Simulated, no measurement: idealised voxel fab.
process module | voxel ribs on slabs
cross-section cut | 290 nm wide | cells 5 nm
A cross-section is a grid of square cells, given in bands from the top down. A band is one or more rows of cells.
Each band's line starts with the height of the band's top and of its bottom, in nm. Then come its materials from left to right, each with its width in nm. One material with "throughout" fills the band from edge to edge. "air" is empty space.
Height 0 is the level under which the wafer as received is all one material. The lowest band goes on downwards, as in "0 down".
A width such as "30 to 40" changes by the same amount from each row of cells to the next, from the band's top row to its bottom row.
"no change" after a step means that no cell of the cross-section changed.
closed voids: empty space of 8 cells or more with no open way to the top, each as width x height at its distance from the left edge, in nm
after a step's settings: what the simulator itself notes on the step
overlay nm, on a step with a mask: how far to the right of its planned place the mask lay; to the left if negative
plan
1 op RECEIVE | material Si
2 op DIRECTIONAL_DEP | material SiO2 | thk nm 30
3 op DIRECTIONAL_DEP | material polySi | thk nm 20
4 op MASKED_ETCH | tone cover | mask id RIB | width nm 25 | etch materials polySi | depth nm 5 | overlay nm 0
5 op PATTERN | tone cover | mask id SLAB | material resist | width nm 55 | thk nm 15 | overlay nm 0
6 op DIRECTIONAL_ETCH | etch materials polySi | depth nm 15
7 op STRIP | etch materials resist
8 op FILL_DEP | material SiO2 | thk nm 20
9 op CMP | height nm 60
10 op DIRECTIONAL_DEP | material W | thk nm 5
11 op MASKED_ETCH | tone cover | mask id HEATER | width nm 35 | etch materials W | depth nm 5 | overlay nm 0
12 op CONFORMAL_DEP | material SiN | thk nm 10
first wafer, as planned
as received, after step 1
  0 down: Si throughout
  closed voids: none
after step 2
  30 to 0: SiO2 throughout
  below 0: unchanged
after step 3
  50 to 30: polySi throughout
  below 30: unchanged
after step 4
  50 to 45: air 130 | polySi 25 | air 135
  below 45: unchanged
after step 5
  65 to 50: air 115 | resist 55 | air 120
  50 to 45: air 115 | resist 15 | polySi 25 | resist 15 | air 120
  below 45: unchanged
after step 6
  65 to 50: air 115 | resist 55 | air 120
  50 to 45: air 115 | resist 15 | polySi 25 | resist 15 | air 120
  45 to 30: air 115 | polySi 55 | air 120
  below 30: unchanged
after step 7
  50 to 45: air 130 | polySi 25 | air 135
  below 45: unchanged
after step 8
  70 to 50: SiO2 throughout
  50 to 45: SiO2 130 | polySi 25 | SiO2 135
  45 to 30: SiO2 115 | polySi 55 | SiO2 120
  below 30: unchanged
after step 9
  60 to 50: SiO2 throughout
  below 50: unchanged
after step 10
  65 to 60: W throughout
  below 60: unchanged
after step 11
  65 to 60: air 125 | W 35 | air 130
  below 60: unchanged
after step 12
  75 to 70: air 115 | SiN 55 | air 120
  70 to 65: SiN throughout
  65 to 60: SiN 125 | W 35 | SiN 130
  below 60: unchanged
second wafer: like start, like plan, one mistake. Through step 9 it matches the first wafer
when step 10 should have ended
  75 to 60: W throughout
  below 60: unchanged
when step 11 should have ended
  75 to 70: air 125 | W 35 | air 130
  below 70: unchanged
when step 12 should have ended
  85 to 80: air 115 | SiN 55 | air 120
  80 to 75: SiN throughout
  75 to 70: SiN 125 | W 35 | SiN 130
  below 70: unchanged
what went wrong: step 10 ran as: op DIRECTIONAL_DEP | material W | thk nm 15
at the end the second wafer has, in cells: 116 more of W
